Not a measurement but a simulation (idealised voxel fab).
process module | voxel self aligned contacts
cross-section cut | 145 nm wide | cells 5 nm
A cross-section is a grid of square cells, given in bands from the top down. A band is one or more rows of cells.
Each band's line starts with the height of the band's top and of its bottom, in nm. Then come its materials from left to right, each with its width in nm. One material with "throughout" fills the band from edge to edge. "air" is empty space.
Height 0 is the level under which the wafer as received is all one material. The lowest band goes on downwards, as in "0 down".
A width such as "30 to 40" changes by the same amount from each row of cells to the next, from the band's top row to its bottom row.
"no change" after a step means that no cell of the cross-section changed.
closed voids: empty space of 8 cells or more with no open way to the top, each as width x height at its distance from the left edge, in nm
after a step's settings: what the simulator itself notes on the step
overlay nm, on a step with a mask: how far to the right of its planned place the mask lay; to the left if negative
plan
1 op RECEIVE | material Si
2 op OXIDIZE | depth nm 5
3 op DIRECTIONAL_DEP | material polySi | thk nm 20
4 op DIRECTIONAL_DEP | material SiN | thk nm 15
5 op DIRECTIONAL_DEP | material aC | thk nm 10
6 op PATTERN | tone cover | mask id GATE | material resist | width nm 35 | pitch nm 60 | thk nm 30 | overlay nm 0
7 op DIRECTIONAL_ETCH | etch materials aC | depth nm 10
8 op STRIP | etch materials resist
9 op DIRECTIONAL_ETCH | etch materials SiN | depth nm 15
10 op DIRECTIONAL_ETCH | etch materials polySi | depth nm 20
11 op STRIP | etch materials aC
12 op CONFORMAL_DEP | material SiN | thk nm 5
13 op DIRECTIONAL_ETCH | etch materials SiN | depth nm 5
14 op FILL_DEP | material SiO2 | thk nm 15
15 op CMP | height nm 40
16 op MASKED_ETCH | tone open | mask id CONTACT | width nm 35 | etch materials SiO2 | depth nm 45 | overlay nm 0
17 op CONFORMAL_DEP | material TiN | thk nm 5
18 op FILL_DEP | material Ru | thk nm 5
19 op CMP | height nm 40
20 op CONFORMAL_DEP | material SiN | thk nm 5
first wafer, as planned
as received, after step 1
  0 down: Si throughout
  closed voids: none
after step 2
  0 to -5: SiO2 throughout
  below -5: unchanged
after step 3
  20 to 0: polySi throughout
  below 0: unchanged
after step 4
  35 to 20: SiN throughout
  below 20: unchanged
after step 5
  45 to 35: aC throughout
  below 35: unchanged
after step 6
  75 to 45: air 25 | resist 35 | air 25 | resist 35 | air 25
  below 45: unchanged
after step 7
  65 to 45: air 25 | resist 35 | air 25 | resist 35 | air 25
  45 to 35: air 25 | aC 35 | air 25 | aC 35 | air 25
  below 35: unchanged
after step 8
  45 to 35: air 25 | aC 35 | air 25 | aC 35 | air 25
  below 35: unchanged
after step 9
  45 to 35: air 25 | aC 35 | air 25 | aC 35 | air 25
  35 to 20: air 25 | SiN 35 | air 25 | SiN 35 | air 25
  below 20: unchanged
after step 10
  45 to 35: air 25 | aC 35 | air 25 | aC 35 | air 25
  35 to 20: air 25 | SiN 35 | air 25 | SiN 35 | air 25
  20 to 0: air 25 | polySi 35 | air 25 | polySi 35 | air 25
  below 0: unchanged
after step 11
  35 to 20: air 25 | SiN 35 | air 25 | SiN 35 | air 25
  below 20: unchanged
after step 12
  40 to 20: air 20 | SiN 45 | air 15 | SiN 45 | air 20
  20 to 5: air 20 | SiN 5 | polySi 35 | SiN 5 | air 15 | SiN 5 | polySi 35 | SiN 5 | air 20
  5 to 0: SiN 25 | polySi 35 | SiN 25 | polySi 35 | SiN 25
  below 0: unchanged
after step 13
  35 to 20: air 20 | SiN 45 | air 15 | SiN 45 | air 20
  20 to 0: air 20 | SiN 5 | polySi 35 | SiN 5 | air 15 | SiN 5 | polySi 35 | SiN 5 | air 20
  below 0: unchanged
after step 14
  50 to 35: SiO2 throughout
  35 to 20: SiO2 20 | SiN 45 | SiO2 15 | SiN 45 | SiO2 20
  20 to 0: SiO2 20 | SiN 5 | polySi 35 | SiN 5 | SiO2 15 | SiN 5 | polySi 35 | SiN 5 | SiO2 20
  below 0: unchanged
after step 15
  40 to 35: SiO2 throughout
  below 35: unchanged
after step 16
  40 to 35: SiO2 55 | air 35 | SiO2 55
  35 to 20: SiO2 20 | SiN 45 | air 15 | SiN 45 | SiO2 20
  20 to 0: SiO2 20 | SiN 5 | polySi 35 | SiN 5 | air 15 | SiN 5 | polySi 35 | SiN 5 | SiO2 20
  0 to -5: SiO2 65 | air 15 | SiO2 65
  below -5: unchanged
after step 17
  45 to 40: TiN 60 | air 25 | TiN 60
  40 to 35: SiO2 55 | TiN 15 | air 5 | TiN 15 | SiO2 55
  35 to 20: SiO2 20 | SiN 45 | TiN 5 | air 5 | TiN 5 | SiN 45 | SiO2 20
  20 to 0: SiO2 20 | SiN 5 | polySi 35 | SiN 5 | TiN 5 | air 5 | TiN 5 | SiN 5 | polySi 35 | SiN 5 | SiO2 20
  0 to -5: SiO2 65 | TiN 15 | SiO2 65
  below -5: unchanged
after step 18
  50 to 45: Ru throughout
  45 to 40: TiN 60 | Ru 25 | TiN 60
  40 to 35: SiO2 55 | TiN 15 | Ru 5 | TiN 15 | SiO2 55
  35 to 20: SiO2 20 | SiN 45 | TiN 5 | Ru 5 | TiN 5 | SiN 45 | SiO2 20
  20 to 0: SiO2 20 | SiN 5 | polySi 35 | SiN 5 | TiN 5 | Ru 5 | TiN 5 | SiN 5 | polySi 35 | SiN 5 | SiO2 20
  below 0: unchanged
after step 19
  40 to 35: SiO2 55 | TiN 15 | Ru 5 | TiN 15 | SiO2 55
  below 35: unchanged
after step 20
  45 to 40: SiN throughout
  below 40: unchanged
second wafer: like start, like plan, one mistake. Through step 3 it matches the first wafer
when step 4 should have ended
  50 to 20: SiN throughout
  below 20: unchanged
when step 5 should have ended
  60 to 50: aC throughout
  below 50: unchanged
when step 6 should have ended
  90 to 60: air 25 | resist 35 | air 25 | resist 35 | air 25
  below 60: unchanged
when step 7 should have ended
  80 to 60: air 25 | resist 35 | air 25 | resist 35 | air 25
  60 to 50: air 25 | aC 35 | air 25 | aC 35 | air 25
  below 50: unchanged
when step 8 should have ended
  60 to 50: air 25 | aC 35 | air 25 | aC 35 | air 25
  below 50: unchanged
when step 9 should have ended
  60 to 50: air 25 | aC 35 | air 25 | aC 35 | air 25
  50 to 35: air 25 | SiN 35 | air 25 | SiN 35 | air 25
  below 35: unchanged
when step 10 should have ended: no change
when step 11 should have ended
  50 to 35: air 25 | SiN 35 | air 25 | SiN 35 | air 25
  below 35: unchanged
when step 12 should have ended
  55 to 40: air 20 | SiN 45 | air 15 | SiN 45 | air 20
  40 to 20: SiN throughout
  below 20: unchanged
when step 13 should have ended
  50 to 35: air 20 | SiN 45 | air 15 | SiN 45 | air 20
  below 35: unchanged
when step 14 should have ended
  65 to 50: SiO2 throughout
  50 to 35: SiO2 20 | SiN 45 | SiO2 15 | SiN 45 | SiO2 20
  below 35: unchanged
when step 15 should have ended
  40 to 35: SiO2 20 | SiN 45 | SiO2 15 | SiN 45 | SiO2 20
  below 35: unchanged
when step 16 should have ended
  40 to 35: SiO2 20 | SiN 45 | air 15 | SiN 45 | SiO2 20
  below 35: unchanged
when step 17 should have ended
  45 to 40: TiN 70 | air 5 | TiN 70
  40 to 35: SiO2 20 | SiN 45 | TiN 15 | SiN 45 | SiO2 20
  below 35: unchanged
when step 18 should have ended
  50 to 45: Ru throughout
  45 to 40: TiN 70 | Ru 5 | TiN 70
  below 40: unchanged
when step 19 should have ended
  40 to 35: SiO2 20 | SiN 45 | TiN 15 | SiN 45 | SiO2 20
  below 35: unchanged
when step 20 should have ended
  45 to 40: SiN throughout
  below 40: unchanged
what went wrong: step 4 was run twice
at the end the second wafer has, in cells: 8 fewer of Ru | 35 more of SiN | 67 fewer of SiO2 | 20 fewer of TiN | 60 more of polySi
